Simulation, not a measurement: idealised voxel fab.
Proc. module: voxel quadruple lines
Shown is cross-section cut, with a width of 280 nm and square cells of size 5 nm.
Throughout this document, each cross-section is represented as a grid of square cells and is presented as a sequence of bands enumerated from the top downward, where a band comprises one or more rows of cells. Heights first: top, then bottom, in nm. Then materials, left to right, each with a width in nm. "everywhere" on a single material: fills the band edge to edge. "air": empty space. Zero point of the height axis is 0; under it, received wafer = one material. Lowest band: continues down indefinitely, "z 0 and below". Quick explanation for "30..40": the width changes in equal steps down the rows of cells, from the first number in the band's top row to the second number in its bottom row. "remains unaltered" (step): cross-section cells unchanged, all of them. Closed empty spaces (no open way to the top) of 8 cells or more are what "Closed void catalog" lists, each as width x height at distance from the left edge, nm for all three. That trailing text on a step's line, after the settings, is the simulator's own remark on the step. Each step line may optionally specify "overlay nm", which for a step with a mask gives the rightward distance between the mask's planned place and where it lay, a negative value indicating the leftward direction.

## Process steps - plan
| 1 | RECEIVE (material Si) |
| 2 | CONFORMAL_DEP (material SiO2; thk nm 5) |
| 3 | DIRECTIONAL_DEP (material W; thk nm 15) |
| 4 | DIRECTIONAL_DEP (material polySi; thk nm 20) |
| 5 | DIRECTIONAL_DEP (material aC; thk nm 20) |
| 6 | PATTERN (tone cover; mask id MANDREL; material resist; width nm 25; thk nm 30; overlay nm 0) |
| 7 | DIRECTIONAL_ETCH (etch materials aC; depth nm 20) |
| 8 | STRIP (etch materials resist) |
| 9 | CONFORMAL_DEP (material SiO2; thk nm 15) |
| 10 | DIRECTIONAL_ETCH (etch materials SiO2; depth nm 15) |
| 11 | STRIP (etch materials aC) |
| 12 | DIRECTIONAL_ETCH (etch materials polySi; depth nm 20) |
| 13 | STRIP (etch materials SiO2) |
| 14 | CONFORMAL_DEP (material SiCN; thk nm 5) |
| 15 | DIRECTIONAL_ETCH (etch materials SiCN; depth nm 5) |
| 16 | STRIP (etch materials polySi) |
| 17 | DIRECTIONAL_ETCH (etch materials W; depth nm 15) |
| 18 | STRIP (etch materials SiCN) |

## Cross-section of the wafer upon arrival, representing the state reached after step 1
	z 0 and below = Si everywhere
	Closed void catalog: none

## Result of the module, cross-sectioned: start per above, plan per above, one error in how it was run
	z 35 to 20 = 105 of air | 5 of W | 15 of air | 5 of W | 15 of air | 5 of W | 15 of air | 5 of W | 110 of air
	z 20 to 5 = W everywhere
	z 5 to 0 = SiO2 everywhere
	z 0 and below = Si everywhere
	Closed void catalog: none
what went wrong: in the plan, step 3 was performed twice
